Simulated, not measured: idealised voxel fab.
process module | voxel tone inversion
cross-section cut | 230 nm wide | cells 5 nm
A cross-section is a grid of square cells, given in bands from the top down. A band is one or more rows of cells.
Each band's line starts with the height of the band's top and of its bottom, in nm. Then come its materials from left to right, each with its width in nm. One material with "throughout" fills the band from edge to edge. "air" is empty space.
Height 0 is the level under which the wafer as received is all one material. The lowest band goes on downwards, as in "0 down".
A width such as "30 to 40" changes by the same amount from each row of cells to the next, from the band's top row to its bottom row.
"no change" after a step means that no cell of the cross-section changed.
closed voids: empty space of 8 cells or more with no open way to the top, each as width x height at its distance from the left edge, in nm
after a step's settings: what the simulator itself notes on the step
overlay nm, on a step with a mask: how far to the right of its planned place the mask lay; to the left if negative
plan
1 op RECEIVE | material Si
2 op CONFORMAL_DEP | material SiCN | thk nm 5
3 op DIRECTIONAL_DEP | material polySi | thk nm 25
4 op PATTERN | tone cover | mask id POSTS | material resist | width nm 15 | pitch nm 50 | thk nm 35 | overlay nm 0
5 op DIRECTIONAL_ETCH | etch materials polySi | depth nm 25
6 op STRIP | etch materials resist
7 op FILL_DEP | material lowk | thk nm 5
8 op CMP | height nm 30
9 op STRIP | etch materials polySi
varied across the wafers: width nm of step 4. The plan shows the first wafer's value. All wafers start alike
first wafer as received, after step 1
  0 down: Si throughout
  closed voids: none
each wafer at the end: cells of each material gained (+) or lost (-) since it was received, then its closed voids
width nm 15 | +46 SiCN | +185 lowk | closed voids: none
width nm 20 | +46 SiCN | +170 lowk | closed voids: none
width nm 25 | +46 SiCN | +155 lowk | closed voids: none
width nm 30 | +46 SiCN | +140 lowk | closed voids: none
width nm 35 | +46 SiCN | +125 lowk | closed voids: none
